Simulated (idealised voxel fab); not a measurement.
The following is a process module called voxel fin reveal.
In the cross-section labelled cut, the width is 250 nm and each square cell is 5 nm.
Notation: cross-section as square-cell grid; stated in bands, top first, going down; one or more cell rows per band. Within each band entry, the heights of the top and of the bottom of the band appear first, in that order and in nm; the materials of the band then follow from left to right, each with its corresponding width in nm. The designation "edge to edge" on a single material indicates that it fills the band from edge to edge; the designation "air" indicates empty space. It should be noted that heights are counted from 0, beneath which the wafer as supplied is of one material throughout, and that the lowest band possesses no lower boundary but continues downward, as written in "0 -> down". Width: "30..40" (first number = top row, second number = bottom row, same change from row to row of cells). "identical to before" for a step: no cell of the cross-section changed in that step. Closed-off voids of 8+ cells (no open route to the top) go in "Internal closed voids", written width x height at distance from the left edge, in nm. On each step's line, the part that comes after the settings is the simulator's own comment on the step. The optional step-line setting "overlay nm" applies to steps with a mask and quantifies how far to the right of its planned location the mask lay, a negative value indicating leftward placement.
List of planned process steps:
step 1: RECEIVE [material Si]
step 2: CONFORMAL_DEP [material SiN] [thk nm 5]
step 3: DIRECTIONAL_DEP [material aC] [thk nm 15]
step 4: PATTERN [tone cover] [mask id FINS] [material resist] [width nm 15] [pitch nm 35] [thk nm 35] [overlay nm 0]
step 5: DIRECTIONAL_ETCH [etch materials aC] [depth nm 15]
step 6: STRIP [etch materials resist]
step 7: DIRECTIONAL_ETCH [etch materials SiN] [depth nm 5]
step 8: DIRECTIONAL_ETCH [etch materials Si] [depth nm 30]
step 9: STRIP [etch materials aC]
step 10: OXIDIZE [depth nm 5]
step 11: FILL_DEP [material SiO2] [thk nm 15]
step 12: CMP [height nm 5]
step 13: SELECTIVE_ETCH [etch materials SiO2] [depth nm 15]
step 14: STRIP [etch materials SiN]
Here's what the wafer looked like in cross-section when it arrived - that's after step 1:
0 -> down = Si edge to edge
Internal closed voids: none
Starting structure and process plan are as shown above, but one mistake was made in running the module; the wafer cross-section at the end of the module follows:
0 -> -10 = air=70, then Si=5, then air=30, then Si=5, then air=30, then Si=5, then air=30, then Si=5, then air=70
-10 -> -65 = SiO2=70, then Si=5, then SiO2=30, then Si=5, then SiO2=30, then Si=5, then SiO2=30, then Si=5, then SiO2=70
-65 -> down = Si edge to edge
Internal closed voids: none
Nonconformance to the process plan: step 8 of the plan was performed twice
